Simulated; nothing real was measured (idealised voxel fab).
voxel ribs on slabs: a process module
The width of the displayed cross-section, cut, is 240 nm; its cells are square, with a size of 5 nm.
We lay out every cross-section as a grid of square cells and spell it out in bands from the top down, where one band means one or more rows of cells. Top height, bottom height, nm. Materials left to right, width each, nm. Single material + "all across" = fills band edge to edge. "empty" = empty. Heights from 0 (as-received wafer is one material below). Bottom band endless downward, as "0..down". Width "30..40": first value at the band's top row of cells, second value at its bottom row, equal change from row to row. Given "changes: none" for a step, no cell of the cross-section differs between before and after that step. Any empty space of 8 cells or more lacking an open way to the top shows up in "Closed void listing" as width x height at distance, distance from the left edge, in nm. The remark found on a step's line after its settings is issued by the simulator itself and pertains to that step. The "overlay nm" setting may appear on a step's line; for a step that uses a mask, it gives how far to the right of its planned position the mask lay, and a negative value indicates the left.

Listed below are the process steps as planned:
1) RECEIVE, material Si
2) DIRECTIONAL_DEP, material SiO2, thk nm 30
3) DIRECTIONAL_DEP, material SiN, thk nm 20
4) PATTERN, tone cover, mask id RIB, material resist, width nm 20, thk nm 15, overlay nm 0
5) DIRECTIONAL_ETCH, etch materials SiN, depth nm 10
6) STRIP, etch materials resist
7) PATTERN, tone cover, mask id SLAB, material resist, width nm 70, thk nm 15, overlay nm -15
8) DIRECTIONAL_ETCH, etch materials SiN, depth nm 10
9) STRIP, etch materials resist
10) FILL_DEP, material SiO2, thk nm 30
11) CMP, height nm 70
12) DIRECTIONAL_DEP, material W, thk nm 10
13) MASKED_ETCH, tone cover, mask id HEATER, width nm 30, etch materials W, depth nm 10, overlay nm 0
14) CONFORMAL_DEP, material SiO2, thk nm 10
For this document, wafers share an identical start and vary in the step 7 overlay nm; the plan quotes the first wafer's value.

Received wafers, first of several: cross-section after step 1:
  0..down  Si all across
  Closed void listing: none

Module finished, last step 14 done: cross-section of the first of several wafers:
  90..80  empty 95 nm | SiO2 50 nm | empty 95 nm
  80..70  SiO2 105 nm | W 30 nm | SiO2 105 nm
  70..50  SiO2 all across
  50..40  SiO2 110 nm | SiN 20 nm | SiO2 110 nm
  40..30  SiO2 70 nm | SiN 70 nm | SiO2 100 nm
  30..0  SiO2 all across
  0..down  Si all across
  Closed void listing: none

Cross-section of the final wafer among several, taken at the end of the module:
  90..80  empty 95 nm | SiO2 50 nm | empty 95 nm
  80..70  SiO2 105 nm | W 30 nm | SiO2 105 nm
  70..50  SiO2 all across
  50..40  SiO2 110 nm | SiN 20 nm | SiO2 110 nm
  40..30  SiO2 100 nm | SiN 70 nm | SiO2 70 nm
  30..0  SiO2 all across
  0..down  Si all across
  Closed void listing: none

The rows of the table below are wafers. Looking at the end of the module, a row counts, for every material, the cells the wafer has gained, shown as (+), or lost, shown as (-), since it was received; its closed voids come next:
overlay nm -15, +36 SiN, +740 SiO2, +12 W, Closed void listing: none
overlay nm -10, +36 SiN, +740 SiO2, +12 W, Closed void listing: none
overlay nm -5, +36 SiN, +740 SiO2, +12 W, Closed void listing: none
overlay nm 0, +36 SiN, +740 SiO2, +12 W, Closed void listing: none
overlay nm 5, +36 SiN, +740 SiO2, +12 W, Closed void listing: none
overlay nm 10, +36 SiN, +740 SiO2, +12 W, Closed void listing: none
overlay nm 15, +36 SiN, +740 SiO2, +12 W, Closed void listing: none
